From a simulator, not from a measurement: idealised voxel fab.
Process module under the name voxel tone inversion
The cross-section on display is named cut; it measures 180 nm wide, and its cells are 5 nm squares.
For the purposes of this document, a cross-section shall be understood as a grid of square cells, specified as bands listed in top-to-bottom order, each band consisting of one or more rows of cells. Top, bottom (nm), then materials left to right with widths (nm); lone material tagged "throughout" fills the whole band edge to edge; "air" = empty space. Convention: height 0 is the level below which the wafer, as received, is all one material. The lowest band does not terminate at the bottom but continues downward, represented as "0 and below". Width: "30->40" (first number = top row, second number = bottom row, same change from row to row of cells). You'll sometimes find "same as before" written for a step, and that's the way of saying that nowhere in the cross-section did a cell change during that step. The entry "Unvented voids" lists the empty spaces that cover at least 8 cells and have no open path to the top. Each is written as width x height at distance, where the distance is measured from the left edge and all three values are in nm. On a step's line, text after the settings is the simulator commenting on that step. If you see "overlay nm" on a step's line and that step has a mask, it's telling you how far right of where it was planned the mask ended up; a negative number means it went left instead.

-- Process steps foreseen in the plan
1 RECEIVE with material Si
2 CONFORMAL_DEP with material SiCN, thk nm 10
3 DIRECTIONAL_DEP with material polySi, thk nm 25
4 PATTERN with tone cover, mask id POSTS, material resist, width nm 15, pitch nm 35, thk nm 30, overlay nm 0
5 DIRECTIONAL_ETCH with etch materials polySi, depth nm 25
6 STRIP with etch materials resist
7 FILL_DEP with material SiO2, thk nm 5
8 CMP with height nm 35
9 STRIP with etch materials polySi
10 CONFORMAL_DEP with material TiN, thk nm 5
11 FILL_DEP with material W, thk nm 10
12 CMP with height nm 35
13 CONFORMAL_DEP with material SiCN, thk nm 5
Quick note for whoever runs this: the wafers start identical, but the thk nm at step 10 isn't the same across them. The plan just shows what the first wafer had.

-- Cross-section, first of several wafers, as delivered after step 1
	0 and below  Si throughout
	Unvented voids: none

-- Take a look at the first of several wafers in cross-section: the module is done, and step 13 was its last step
	40 down to 35  SiCN throughout
	35 down to 15  SiO2=65  TiN=5  W=5  TiN=5  SiO2=20  TiN=5  W=5  TiN=5  SiO2=65
	15 down to 10  SiO2=65  TiN=15  SiO2=20  TiN=15  SiO2=65
	10 down to 0  SiCN throughout
	0 and below  Si throughout
	Unvented voids: none

-- The final wafer, sectioned at module end
	40 down to 35  SiCN throughout
	35 down to 10  SiO2=65  TiN=15  SiO2=20  TiN=15  SiO2=65
	10 down to 0  SiCN throughout
	0 and below  Si throughout
	Unvented voids: none

-- Basically each wafer gets a line in the table, showing it at the end of the module: material by material, the cells it gained (+) or lost (-) since we got it, then its closed voids
thk nm 5, +108 SiCN, +150 SiO2, +22 TiN, +8 W, Unvented voids: none
thk nm 10, +108 SiCN, +150 SiO2, +30 TiN, Unvented voids: none
thk nm 15, +108 SiCN, +150 SiO2, +30 TiN, Unvented voids: none
thk nm 20, +108 SiCN, +150 SiO2, +30 TiN, Unvented voids: none
